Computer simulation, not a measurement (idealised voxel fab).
process module | voxel gate over fins
cross-section cut | 165 nm wide | cells 5 nm
A cross-section is a grid of square cells, given in bands from the top down. A band is one or more rows of cells.
Each band's line starts with the height of the band's top and of its bottom, in nm. Then come its materials from left to right, each with its width in nm. One material with "throughout" fills the band from edge to edge. "air" is empty space.
Height 0 is the level under which the wafer as received is all one material. The lowest band goes on downwards, as in "0 down".
A width such as "30 to 40" changes by the same amount from each row of cells to the next, from the band's top row to its bottom row.
"no change" after a step means that no cell of the cross-section changed.
closed voids: empty space of 8 cells or more with no open way to the top, each as width x height at its distance from the left edge, in nm
after a step's settings: what the simulator itself notes on the step
overlay nm, on a step with a mask: how far to the right of its planned place the mask lay; to the left if negative
plan
1 op RECEIVE | material Si
2 op CONFORMAL_DEP | material SiN | thk nm 10
3 op MASKED_ETCH | tone cover | mask id FINS | width nm 15 | pitch nm 35 | etch materials SiN | depth nm 10 | overlay nm 0
4 op MASKED_ETCH | tone cover | mask id FINS | width nm 15 | pitch nm 35 | etch materials Si | depth nm 30 | overlay nm 0
5 op OXIDIZE | depth nm 5
6 op FILL_DEP | material SiO2 | thk nm 5
7 op CMP | height nm 10
8 op SELECTIVE_ETCH | etch materials SiO2 | depth nm 20
9 op STRIP | etch materials SiN
10 op CONFORMAL_DEP | material HfO2 | thk nm 5
11 op CONFORMAL_DEP | material TiN | thk nm 5
12 op FILL_DEP | material W | thk nm 10
13 op CMP | height nm 15
14 op CONFORMAL_DEP | material SiN | thk nm 10
as received, after step 1
  0 down: Si throughout
  closed voids: none
first wafer at the end, as planned
  25 to 15: SiN throughout
  15 to 10: W throughout
  10 to 5: W 35 | TiN 25 | W 10 | TiN 25 | W 10 | TiN 25 | W 35
  5 to 0: W 35 | TiN 5 | HfO2 15 | TiN 5 | W 10 | TiN 5 | HfO2 15 | TiN 5 | W 10 | TiN 5 | HfO2 15 | TiN 5 | W 35
  0 to -5: TiN 40 | HfO2 5 | Si 5 | HfO2 5 | TiN 20 | HfO2 5 | Si 5 | HfO2 5 | TiN 20 | HfO2 5 | Si 5 | HfO2 5 | TiN 40
  -5 to -10: HfO2 45 | Si 5 | HfO2 30 | Si 5 | HfO2 30 | Si 5 | HfO2 45
  -10 to -35: SiO2 45 | Si 5 | SiO2 30 | Si 5 | SiO2 30 | Si 5 | SiO2 45
  -35 down: Si throughout
  closed voids: none
second wafer at the end: like start, like plan, one mistake
  25 to 15: SiN throughout
  15 to 10: W throughout
  10 to 5: TiN 45 | W 5 | TiN 30 | W 5 | TiN 30 | W 5 | TiN 45
  5 to 0: HfO2 40 | TiN 15 | HfO2 20 | TiN 15 | HfO2 20 | TiN 15 | HfO2 40
  0 to -5: Si 35 | HfO2 25 | Si 10 | HfO2 25 | Si 10 | HfO2 25 | Si 35
  -5 down: Si throughout
  closed voids: none
what went wrong: step 3 ran as: op MASKED_ETCH | tone open | mask id FINS | width nm 15 | pitch nm 35 | etch materials SiN | depth nm 10 | overlay nm 0
at the end the second wafer has, in cells: 6 fewer of HfO2 | 195 more of Si | 150 fewer of SiO2 | 6 fewer of TiN | 33 fewer of W
